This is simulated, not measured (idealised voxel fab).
The process module that follows is named voxel self aligned contacts.
The figure presents cross-section cut, which has a width of 210 nm and is divided into square cells with an edge length of 5 nm.
Notation: cross-section as square-cell grid; stated in bands, top first, going down; one or more cell rows per band. Band entry format. Leading values: height of top, height of bottom, nm. Remainder: materials in left-to-right order, each with its width in nm. Special words: "everywhere" on a single material, which then fills the band edge to edge; "air", empty space. Heads up on the height convention: 0 is the point under which the incoming wafer is all one material, and the lowest band has no bottom, it just keeps going down, like "z 0 and below". When a width is written as two numbers, as in "30 to 40", the first number is the width in the top row of cells of the band and the second is the width in its bottom row, and the width changes by the same amount from each row to the next. You'll sometimes find "remains unaltered" written for a step, and that's the way of saying that nowhere in the cross-section did a cell change during that step. "Sealed void inventory" means: voids of 8 cells or more that are shut off from the top with no open way through. Written width x height at distance, distance from the left edge, in nm. Note: text after step settings on the step line = simulator remark on that step. "overlay nm" denotes, for a step that has a mask, the displacement of the mask to the right of its planned place, with negative values corresponding to the left.

PROCESS STEPS - PLAN
1 RECEIVE (material Si)
2 CONFORMAL_DEP (material SiO2; thk nm 5)
3 DIRECTIONAL_DEP (material polySi; thk nm 20)
4 DIRECTIONAL_DEP (material SiN; thk nm 15)
5 DIRECTIONAL_DEP (material aC; thk nm 15)
6 PATTERN (tone cover; mask id GATE; material resist; width nm 30; pitch nm 55; thk nm 30; overlay nm 0)
7 DIRECTIONAL_ETCH (etch materials aC; depth nm 15)
8 STRIP (etch materials resist)
9 DIRECTIONAL_ETCH (etch materials SiN; depth nm 15)
10 DIRECTIONAL_ETCH (etch materials polySi; depth nm 20)
11 STRIP (etch materials aC)
12 CONFORMAL_DEP (material SiN; thk nm 5)
13 DIRECTIONAL_ETCH (etch materials SiN; depth nm 5)
14 FILL_DEP (material SiO2; thk nm 20)
15 CMP (height nm 50)
16 DIRECTIONAL_DEP (material aC; thk nm 10)
17 PATTERN (tone open; mask id CONTACT; material resist; width nm 35; thk nm 30; overlay nm 0)
18 DIRECTIONAL_ETCH (etch materials aC; depth nm 10)
19 STRIP (etch materials resist)
20 DIRECTIONAL_ETCH (etch materials SiO2; depth nm 50)
21 STRIP (etch materials aC)
22 CONFORMAL_DEP (material TiN; thk nm 5)
23 FILL_DEP (material W; thk nm 10)
24 CMP (height nm 50)
25 CONFORMAL_DEP (material SiN; thk nm 5)

FIRST WAFER, AS PLANNED

SO THIS IS THE INCOMING WAFER IN CROSS-SECTION - IT'S ALREADY BEEN THROUGH STEP 1
  z 0 and below | Si everywhere
  Sealed void inventory: none

CROSS-SECTIONAL REPRESENTATION OF THE WAFER AT THE CONCLUSION OF STEP 2
  z 5 to 0 | SiO2 everywhere
  At heights below 0, the structure remains unaltered.

CROSS-SECTIONAL REPRESENTATION OF THE WAFER AT THE CONCLUSION OF STEP 3
  z 25 to 5 | polySi everywhere
  At heights below 5, the structure remains unaltered.

CROSS-SECTIONAL REPRESENTATION OF THE WAFER AT THE CONCLUSION OF STEP 4
  z 40 to 25 | SiN everywhere
  At heights below 25, the structure remains unaltered.

CROSS-SECTIONAL REPRESENTATION OF THE WAFER AT THE CONCLUSION OF STEP 5
  z 55 to 40 | aC everywhere
  At heights below 40, the structure remains unaltered.

CROSS-SECTIONAL REPRESENTATION OF THE WAFER AT THE CONCLUSION OF STEP 6
  z 85 to 55 | air 60 / resist 30 / air 25 / resist 30 / air 65
  At heights below 55, the structure remains unaltered.

CROSS-SECTIONAL REPRESENTATION OF THE WAFER AT THE CONCLUSION OF STEP 7
  z 70 to 55 | air 60 / resist 30 / air 25 / resist 30 / air 65
  z 55 to 40 | air 60 / aC 30 / air 25 / aC 30 / air 65
  At heights below 40, the structure remains unaltered.

CROSS-SECTIONAL REPRESENTATION OF THE WAFER AT THE CONCLUSION OF STEP 8
  z 55 to 40 | air 60 / aC 30 / air 25 / aC 30 / air 65
  At heights below 40, the structure remains unaltered.

CROSS-SECTIONAL REPRESENTATION OF THE WAFER AT THE CONCLUSION OF STEP 9
  z 55 to 40 | air 60 / aC 30 / air 25 / aC 30 / air 65
  z 40 to 25 | air 60 / SiN 30 / air 25 / SiN 30 / air 65
  At heights below 25, the structure remains unaltered.

CROSS-SECTIONAL REPRESENTATION OF THE WAFER AT THE CONCLUSION OF STEP 10
  z 55 to 40 | air 60 / aC 30 / air 25 / aC 30 / air 65
  z 40 to 25 | air 60 / SiN 30 / air 25 / SiN 30 / air 65
  z 25 to 5 | air 60 / polySi 30 / air 25 / polySi 30 / air 65
  At heights below 5, the structure remains unaltered.

CROSS-SECTIONAL REPRESENTATION OF THE WAFER AT THE CONCLUSION OF STEP 11
  z 40 to 25 | air 60 / SiN 30 / air 25 / SiN 30 / air 65
  At heights below 25, the structure remains unaltered.

CROSS-SECTIONAL REPRESENTATION OF THE WAFER AT THE CONCLUSION OF STEP 12
  z 45 to 25 | air 55 / SiN 40 / air 15 / SiN 40 / air 60
  z 25 to 10 | air 55 / SiN 5 / polySi 30 / SiN 5 / air 15 / SiN 5 / polySi 30 / SiN 5 / air 60
  z 10 to 5 | SiN 60 / polySi 30 / SiN 25 / polySi 30 / SiN 65
  At heights below 5, the structure remains unaltered.

CROSS-SECTIONAL REPRESENTATION OF THE WAFER AT THE CONCLUSION OF STEP 13
  z 40 to 25 | air 55 / SiN 40 / air 15 / SiN 40 / air 60
  z 25 to 5 | air 55 / SiN 5 / polySi 30 / SiN 5 / air 15 / SiN 5 / polySi 30 / SiN 5 / air 60
  At heights below 5, the structure remains unaltered.

CROSS-SECTIONAL REPRESENTATION OF THE WAFER AT THE CONCLUSION OF STEP 14
  z 60 to 40 | SiO2 everywhere
  z 40 to 25 | SiO2 55 / SiN 40 / SiO2 15 / SiN 40 / SiO2 60
  z 25 to 5 | SiO2 55 / SiN 5 / polySi 30 / SiN 5 / SiO2 15 / SiN 5 / polySi 30 / SiN 5 / SiO2 60
  At heights below 5, the structure remains unaltered.

CROSS-SECTIONAL REPRESENTATION OF THE WAFER AT THE CONCLUSION OF STEP 15
  z 50 to 40 | SiO2 everywhere
  At heights below 40, the structure remains unaltered.

CROSS-SECTIONAL REPRESENTATION OF THE WAFER AT THE CONCLUSION OF STEP 16
  z 60 to 50 | aC everywhere
  At heights below 50, the structure remains unaltered.

CROSS-SECTIONAL REPRESENTATION OF THE WAFER AT THE CONCLUSION OF STEP 17
  z 90 to 60 | resist 85 / air 35 / resist 90
  At heights below 60, the structure remains unaltered.

CROSS-SECTIONAL REPRESENTATION OF THE WAFER AT THE CONCLUSION OF STEP 18
  z 80 to 60 | resist 85 / air 35 / resist 90
  z 60 to 50 | aC 85 / air 35 / aC 90
  At heights below 50, the structure remains unaltered.

CROSS-SECTIONAL REPRESENTATION OF THE WAFER AT THE CONCLUSION OF STEP 19
  z 60 to 50 | aC 85 / air 35 / aC 90
  At heights below 50, the structure remains unaltered.

CROSS-SECTIONAL REPRESENTATION OF THE WAFER AT THE CONCLUSION OF STEP 20
  z 60 to 50 | aC 85 / air 35 / aC 90
  z 50 to 40 | SiO2 85 / air 35 / SiO2 90
  z 40 to 25 | SiO2 55 / SiN 40 / air 15 / SiN 40 / SiO2 60
  z 25 to 5 | SiO2 55 / SiN 5 / polySi 30 / SiN 5 / air 15 / SiN 5 / polySi 30 / SiN 5 / SiO2 60
  z 5 to 0 | SiO2 95 / air 15 / SiO2 100
  At heights below 0, the structure remains unaltered.

CROSS-SECTIONAL REPRESENTATION OF THE WAFER AT THE CONCLUSION OF STEP 21
  z 50 to 40 | SiO2 85 / air 35 / SiO2 90
  At heights below 40, the structure remains unaltered.

CROSS-SECTIONAL REPRESENTATION OF THE WAFER AT THE CONCLUSION OF STEP 22
  z 55 to 50 | TiN 90 / air 25 / TiN 95
  z 50 to 40 | SiO2 85 / TiN 5 to 15 / air 25 to 5 / TiN 5 to 15 / SiO2 90
  z 40 to 25 | SiO2 55 / SiN 40 / TiN 5 / air 5 / TiN 5 / SiN 40 / SiO2 60
  z 25 to 5 | SiO2 55 / SiN 5 / polySi 30 / SiN 5 / TiN 5 / air 5 / TiN 5 / SiN 5 / polySi 30 / SiN 5 / SiO2 60
  z 5 to 0 | SiO2 95 / TiN 15 / SiO2 100
  At heights below 0, the structure remains unaltered.

CROSS-SECTIONAL REPRESENTATION OF THE WAFER AT THE CONCLUSION OF STEP 23
  z 65 to 55 | W everywhere
  z 55 to 50 | TiN 90 / W 25 / TiN 95
  z 50 to 40 | SiO2 85 / TiN 5 to 15 / W 25 to 5 / TiN 5 to 15 / SiO2 90
  z 40 to 25 | SiO2 55 / SiN 40 / TiN 5 / W 5 / TiN 5 / SiN 40 / SiO2 60
  z 25 to 5 | SiO2 55 / SiN 5 / polySi 30 / SiN 5 / TiN 5 / W 5 / TiN 5 / SiN 5 / polySi 30 / SiN 5 / SiO2 60
  At heights below 5, the structure remains unaltered.

CROSS-SECTIONAL REPRESENTATION OF THE WAFER AT THE CONCLUSION OF STEP 24
  z 50 to 40 | SiO2 85 / TiN 5 to 15 / W 25 to 5 / TiN 5 to 15 / SiO2 90
  At heights below 40, the structure remains unaltered.

CROSS-SECTIONAL REPRESENTATION OF THE WAFER AT THE CONCLUSION OF STEP 25
  z 55 to 50 | SiN everywhere
  At heights below 50, the structure remains unaltered.

THE REMAINING WAFER, SECOND OF THE TWO, STARTED LIKE THE FIRST AND WAS RUN TO THE SAME PLAN, EXCEPT THAT ONE MISTAKE WAS MADE ALONG THE WAY; THE TWO COINCIDE THROUGH STEP 1, INCLUSIVE

SECOND WAFER PROFILE IN SECTION, AT THE MOMENT STEP 2 OF THE PLAN WAS MEANT TO BE COMPLETE
  z 20 to 0 | polySi everywhere
  At heights below 0, the structure remains unaltered.

SECOND WAFER PROFILE IN SECTION, AT THE MOMENT STEP 3 OF THE PLAN WAS MEANT TO BE COMPLETE
  z 25 to 20 | SiO2 everywhere
  At heights below 20, the structure remains unaltered.

SECOND WAFER PROFILE IN SECTION, AT THE MOMENT STEP 4 OF THE PLAN WAS MEANT TO BE COMPLETE
  z 40 to 25 | SiN everywhere
  At heights below 25, the structure remains unaltered.

SECOND WAFER PROFILE IN SECTION, AT THE MOMENT STEP 5 OF THE PLAN WAS MEANT TO BE COMPLETE
  z 55 to 40 | aC everywhere
  At heights below 40, the structure remains unaltered.

SECOND WAFER PROFILE IN SECTION, AT THE MOMENT STEP 6 OF THE PLAN WAS MEANT TO BE COMPLETE
  z 85 to 55 | air 60 / resist 30 / air 25 / resist 30 / air 65
  At heights below 55, the structure remains unaltered.

SECOND WAFER PROFILE IN SECTION, AT THE MOMENT STEP 7 OF THE PLAN WAS MEANT TO BE COMPLETE
  z 70 to 55 | air 60 / resist 30 / air 25 / resist 30 / air 65
  z 55 to 40 | air 60 / aC 30 / air 25 / aC 30 / air 65
  At heights below 40, the structure remains unaltered.

SECOND WAFER PROFILE IN SECTION, AT THE MOMENT STEP 8 OF THE PLAN WAS MEANT TO BE COMPLETE
  z 55 to 40 | air 60 / aC 30 / air 25 / aC 30 / air 65
  At heights below 40, the structure remains unaltered.

SECOND WAFER PROFILE IN SECTION, AT THE MOMENT STEP 9 OF THE PLAN WAS MEANT TO BE COMPLETE
  z 55 to 40 | air 60 / aC 30 / air 25 / aC 30 / air 65
  z 40 to 25 | air 60 / SiN 30 / air 25 / SiN 30 / air 65
  At heights below 25, the structure remains unaltered.

Second wafer profile in section, at the moment step 10 of the plan was meant to be complete: remains unaltered

SECOND WAFER PROFILE IN SECTION, AT THE MOMENT STEP 11 OF THE PLAN WAS MEANT TO BE COMPLETE
  z 40 to 25 | air 60 / SiN 30 / air 25 / SiN 30 / air 65
  At heights below 25, the structure remains unaltered.

SECOND WAFER PROFILE IN SECTION, AT THE MOMENT STEP 12 OF THE PLAN WAS MEANT TO BE COMPLETE
  z 45 to 30 | air 55 / SiN 40 / air 15 / SiN 40 / air 60
  z 30 to 25 | SiN everywhere
  At heights below 25, the structure remains unaltered.

SECOND WAFER PROFILE IN SECTION, AT THE MOMENT STEP 13 OF THE PLAN WAS MEANT TO BE COMPLETE
  z 40 to 25 | air 55 / SiN 40 / air 15 / SiN 40 / air 60
  At heights below 25, the structure remains unaltered.

SECOND WAFER PROFILE IN SECTION, AT THE MOMENT STEP 14 OF THE PLAN WAS MEANT TO BE COMPLETE
  z 60 to 40 | SiO2 everywhere
  z 40 to 25 | SiO2 55 / SiN 40 / SiO2 15 / SiN 40 / SiO2 60
  At heights below 25, the structure remains unaltered.

SECOND WAFER PROFILE IN SECTION, AT THE MOMENT STEP 15 OF THE PLAN WAS MEANT TO BE COMPLETE
  z 50 to 40 | SiO2 everywhere
  At heights below 40, the structure remains unaltered.

SECOND WAFER PROFILE IN SECTION, AT THE MOMENT STEP 16 OF THE PLAN WAS MEANT TO BE COMPLETE
  z 60 to 50 | aC everywhere
  At heights below 50, the structure remains unaltered.

SECOND WAFER PROFILE IN SECTION, AT THE MOMENT STEP 17 OF THE PLAN WAS MEANT TO BE COMPLETE
  z 90 to 60 | resist 85 / air 35 / resist 90
  At heights below 60, the structure remains unaltered.

SECOND WAFER PROFILE IN SECTION, AT THE MOMENT STEP 18 OF THE PLAN WAS MEANT TO BE COMPLETE
  z 80 to 60 | resist 85 / air 35 / resist 90
  z 60 to 50 | aC 85 / air 35 / aC 90
  At heights below 50, the structure remains unaltered.

SECOND WAFER PROFILE IN SECTION, AT THE MOMENT STEP 19 OF THE PLAN WAS MEANT TO BE COMPLETE
  z 60 to 50 | aC 85 / air 35 / aC 90
  At heights below 50, the structure remains unaltered.

SECOND WAFER PROFILE IN SECTION, AT THE MOMENT STEP 20 OF THE PLAN WAS MEANT TO BE COMPLETE
  z 60 to 50 | aC 85 / air 35 / aC 90
  z 50 to 40 | SiO2 85 / air 35 / SiO2 90
  z 40 to 25 | SiO2 55 / SiN 40 / air 15 / SiN 40 / SiO2 60
  z 25 to 20 | SiO2 95 / air 15 / SiO2 100
  At heights below 20, the structure remains unaltered.

SECOND WAFER PROFILE IN SECTION, AT THE MOMENT STEP 21 OF THE PLAN WAS MEANT TO BE COMPLETE
  z 50 to 40 | SiO2 85 / air 35 / SiO2 90
  At heights below 40, the structure remains unaltered.

SECOND WAFER PROFILE IN SECTION, AT THE MOMENT STEP 22 OF THE PLAN WAS MEANT TO BE COMPLETE
  z 55 to 50 | TiN 90 / air 25 / TiN 95
  z 50 to 40 | SiO2 85 / TiN 5 to 15 / air 25 to 5 / TiN 5 to 15 / SiO2 90
  z 40 to 25 | SiO2 55 / SiN 40 / TiN 5 / air 5 / TiN 5 / SiN 40 / SiO2 60
  z 25 to 20 | SiO2 95 / TiN 15 / SiO2 100
  At heights below 20, the structure remains unaltered.

SECOND WAFER PROFILE IN SECTION, AT THE MOMENT STEP 23 OF THE PLAN WAS MEANT TO BE COMPLETE
  z 65 to 55 | W everywhere
  z 55 to 50 | TiN 90 / W 25 / TiN 95
  z 50 to 40 | SiO2 85 / TiN 5 to 15 / W 25 to 5 / TiN 5 to 15 / SiO2 90
  z 40 to 25 | SiO2 55 / SiN 40 / TiN 5 / W 5 / TiN 5 / SiN 40 / SiO2 60
  At heights below 25, the structure remains unaltered.

SECOND WAFER PROFILE IN SECTION, AT THE MOMENT STEP 24 OF THE PLAN WAS MEANT TO BE COMPLETE
  z 50 to 40 | SiO2 85 / TiN 5 to 15 / W 25 to 5 / TiN 5 to 15 / SiO2 90
  At heights below 40, the structure remains unaltered.

SECOND WAFER PROFILE IN SECTION, AT THE MOMENT STEP 25 OF THE PLAN WAS MEANT TO BE COMPLETE
  z 55 to 50 | SiN everywhere
  At heights below 50, the structure remains unaltered.
What was the processing mistake? mixed up steps 2 and 3 - ran each in the other's place
Final difference in cells, second wafer against first, listed per material as more or fewer: -16 SiN | -92 SiO2 | -8 TiN | -4 W | +120 polySi
